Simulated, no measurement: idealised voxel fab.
process module | voxel plated lines
cross-section cut | 155 nm wide | cells 5 nm
A cross-section is a grid of square cells, given in bands from the top down. A band is one or more rows of cells.
Each band's line starts with the height of the band's top and of its bottom, in nm. Then come its materials from left to right, each with its width in nm. One material with "throughout" fills the band from edge to edge. "air" is empty space.
Height 0 is the level under which the wafer as received is all one material. The lowest band goes on downwards, as in "0 down".
A width such as "30 to 40" changes by the same amount from each row of cells to the next, from the band's top row to its bottom row.
"no change" after a step means that no cell of the cross-section changed.
closed voids: empty space of 8 cells or more with no open way to the top, each as width x height at its distance from the left edge, in nm
after a step's settings: what the simulator itself notes on the step
overlay nm, on a step with a mask: how far to the right of its planned place the mask lay; to the left if negative
plan
1 op RECEIVE | material Si
2 op CONFORMAL_DEP | material Al2O3 | thk nm 5
3 op DIRECTIONAL_DEP | material TiN | thk nm 5
4 op PATTERN | tone open | mask id LINES | material resist | width nm 15 | pitch nm 30 | thk nm 40 | overlay nm 0
5 op EPI | material Ru | thk nm 10
6 op EPI | material Ru | thk nm 5
7 op EPI | material Ru | thk nm 5
8 op STRIP | etch materials resist
9 op DIRECTIONAL_ETCH | etch materials TiN | depth nm 5
10 op CONFORMAL_DEP | material SiO2 | thk nm 10
varied across the wafers: thk nm of step 2. The plan shows the first wafer's value. All wafers start alike
first wafer as received, after step 1
  0 down: Si throughout
  closed voids: none
each wafer at the end: cells of each material gained (+) or lost (-) since it was received, then its closed voids
thk nm 5 | +31 Al2O3 | +24 Ru | +97 SiO2 | +6 TiN | closed voids: none
thk nm 10 | +62 Al2O3 | +24 Ru | +97 SiO2 | +6 TiN | closed voids: none
thk nm 15 | +93 Al2O3 | +24 Ru | +97 SiO2 | +6 TiN | closed voids: none
thk nm 20 | +124 Al2O3 | +24 Ru | +97 SiO2 | +6 TiN | closed voids: none
thk nm 25 | +155 Al2O3 | +24 Ru | +97 SiO2 | +6 TiN | closed voids: none
thk nm 30 | +186 Al2O3 | +24 Ru | +97 SiO2 | +6 TiN | closed voids: none
